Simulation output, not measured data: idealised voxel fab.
Proc. module: voxel gate over fins
Section cut is 235 nm wide and gridded with 5 nm square cells.
Cross-section spec: square-cell grid; bands listed top down; each band is one or more rows. Band entry format. Leading values: height of top, height of bottom, nm. Remainder: materials in left-to-right order, each with its width in nm. Special words: "edge to edge" on a single material, which then fills the band edge to edge; "air", empty space. Heights are expressed relative to 0, this being the level below which the as-received wafer comprises one material exclusively. The lowest band is unbounded in the downward direction and is denoted as in "from 0 down". Width "30..40": first value at the band's top row of cells, second value at its bottom row, equal change from row to row. For the purposes of this document, the phrase "no change occurred" attached to a step denotes that no cell within the cross-section was modified by that step. Reported under the label "Closed void catalog" are the empty spaces having no open way to the top and comprising 8 cells or more; the notation for each is width x height at distance, in which the distance is measured from the left edge and all three values are in nm. Anything after a step's settings on that line? It's the simulator's own note about the step. overlay nm: where the mask lay relative to plan, measured to the right, on steps with a mask; negatives go left.
SET OUT BELOW ARE THE PLANNED STEPS OF THE PROCESS
1,RECEIVE [material Si]
2,CONFORMAL_DEP [material SiN] [thk nm 10]
3,DIRECTIONAL_DEP [material aC] [thk nm 15]
4,PATTERN [tone cover] [mask id FINS] [material resist] [width nm 15] [pitch nm 50] [thk nm 30] [overlay nm 0]
5,DIRECTIONAL_ETCH [etch materials aC] [depth nm 15]
6,STRIP [etch materials resist]
7,DIRECTIONAL_ETCH [etch materials SiN] [depth nm 10]
8,DIRECTIONAL_ETCH [etch materials Si] [depth nm 30]
9,STRIP [etch materials aC]
10,FILL_DEP [material SiO2] [thk nm 5]
11,CMP [height nm 10]
12,DIRECTIONAL_DEP [material aC] [thk nm 15]
13,PATTERN [tone open] [mask id RAIL] [material resist] [width nm 15] [thk nm 30] [overlay nm 0]
14,DIRECTIONAL_ETCH [etch materials aC] [depth nm 15]
15,STRIP [etch materials resist]
16,DIRECTIONAL_ETCH [etch materials SiO2] [depth nm 35]
17,STRIP [etch materials aC]
18,CONFORMAL_DEP [material TiN] [thk nm 5]
19,FILL_DEP [material W] [thk nm 10]
20,CMP [height nm 10]
21,SELECTIVE_ETCH [etch materials W Ru TiN] [depth nm 25]
22,FILL_DEP [material SiO2] [thk nm 5]
23,CMP [height nm 10]
24,SELECTIVE_ETCH [etch materials SiO2] [depth nm 20]
25,STRIP [etch materials SiN]
26,CONFORMAL_DEP [material HfO2] [thk nm 5]
27,CONFORMAL_DEP [material TiN] [thk nm 5]
28,FILL_DEP [material W] [thk nm 10]
29,CMP [height nm 15]
30,CONFORMAL_DEP [material SiCN] [thk nm 10]
RECEIVED-STATE CROSS-SECTION, REFLECTING COMPLETION OF STEP 1
  from 0 down | Si edge to edge
  Closed void catalog: none
LOOKING AT THE FIRST OF TWO WAFERS IN CROSS-SECTION AT END OF MODULE - RAN TO PLAN
  from 25 to 15 | SiCN edge to edge
  from 15 to 10 | W edge to edge
  from 10 to 5 | 50 of W / 35 of TiN / 15 of W / 35 of TiN / 15 of W / 35 of TiN / 50 of W
  from 5 to 0 | 50 of W / 5 of TiN / 25 of HfO2 / 5 of TiN / 15 of W / 5 of TiN / 25 of HfO2 / 5 of TiN / 15 of W / 5 of TiN / 25 of HfO2 / 5 of TiN / 50 of W
  from 0 to -5 | 55 of TiN / 5 of HfO2 / 15 of Si / 5 of HfO2 / 25 of TiN / 5 of HfO2 / 15 of Si / 5 of HfO2 / 25 of TiN / 5 of HfO2 / 15 of Si / 5 of HfO2 / 55 of TiN
  from -5 to -10 | 60 of HfO2 / 15 of Si / 35 of HfO2 / 15 of Si / 35 of HfO2 / 15 of Si / 60 of HfO2
  from -10 to -15 | 60 of SiO2 / 15 of Si / 35 of SiO2 / 15 of Si / 35 of SiO2 / 15 of Si / 60 of SiO2
  from -15 to -20 | 60 of SiO2 / 15 of Si / 10 of SiO2 / 5 of TiN / 5 of W / 5 of TiN / 10 of SiO2 / 15 of Si / 35 of SiO2 / 15 of Si / 60 of SiO2
  from -20 to -25 | 60 of SiO2 / 15 of Si / 10 of SiO2 / 15 of TiN / 10 of SiO2 / 15 of Si / 35 of SiO2 / 15 of Si / 60 of SiO2
  from -25 to -30 | 60 of SiO2 / 15 of Si / 35 of SiO2 / 15 of Si / 35 of SiO2 / 15 of Si / 60 of SiO2
  from -30 down | Si edge to edge
  Closed void catalog: none
CROSS-SECTIONAL VIEW OF THE SECOND OF TWO WAFERS UPON COMPLETION OF THE MODULE. THIS WAFER SHARED ITS STARTING CONDITION AND PROCESS PLAN WITH THE FIRST; ONE ERROR WAS MADE DURING ITS EXECUTION
  from 25 to 15 | SiCN edge to edge
  from 15 to 10 | W edge to edge
  from 10 to 5 | 50 of W / 35 of HfO2 / 15 of W / 35 of HfO2 / 15 of W / 35 of HfO2 / 50 of W
  from 5 to 0 | 50 of W / 5 of HfO2 / 25 of TiN / 5 of HfO2 / 15 of W / 5 of HfO2 / 25 of TiN / 5 of HfO2 / 15 of W / 5 of HfO2 / 25 of TiN / 5 of HfO2 / 50 of W
  from 0 to -5 | 55 of HfO2 / 5 of TiN / 15 of Si / 5 of TiN / 25 of HfO2 / 5 of TiN / 15 of Si / 5 of TiN / 25 of HfO2 / 5 of TiN / 15 of Si / 5 of TiN / 55 of HfO2
  from -5 to -10 | 60 of TiN / 15 of Si / 35 of TiN / 15 of Si / 35 of TiN / 15 of Si / 60 of TiN
  from -10 to -15 | 60 of SiO2 / 15 of Si / 35 of SiO2 / 15 of Si / 35 of SiO2 / 15 of Si / 60 of SiO2
  from -15 to -20 | 60 of SiO2 / 15 of Si / 10 of SiO2 / 5 of TiN / 5 of W / 5 of TiN / 10 of SiO2 / 15 of Si / 35 of SiO2 / 15 of Si / 60 of SiO2
  from -20 to -25 | 60 of SiO2 / 15 of Si / 10 of SiO2 / 15 of TiN / 10 of SiO2 / 15 of Si / 35 of SiO2 / 15 of Si / 60 of SiO2
  from -25 to -30 | 60 of SiO2 / 15 of Si / 35 of SiO2 / 15 of Si / 35 of SiO2 / 15 of Si / 60 of SiO2
  from -30 down | Si edge to edge
  Closed void catalog: none
Diagnosis: swap of plan steps 26 and 27 during execution
By the end, you'd get the same cell count for each material on either wafer, but the second wafer puts them somewhere else.
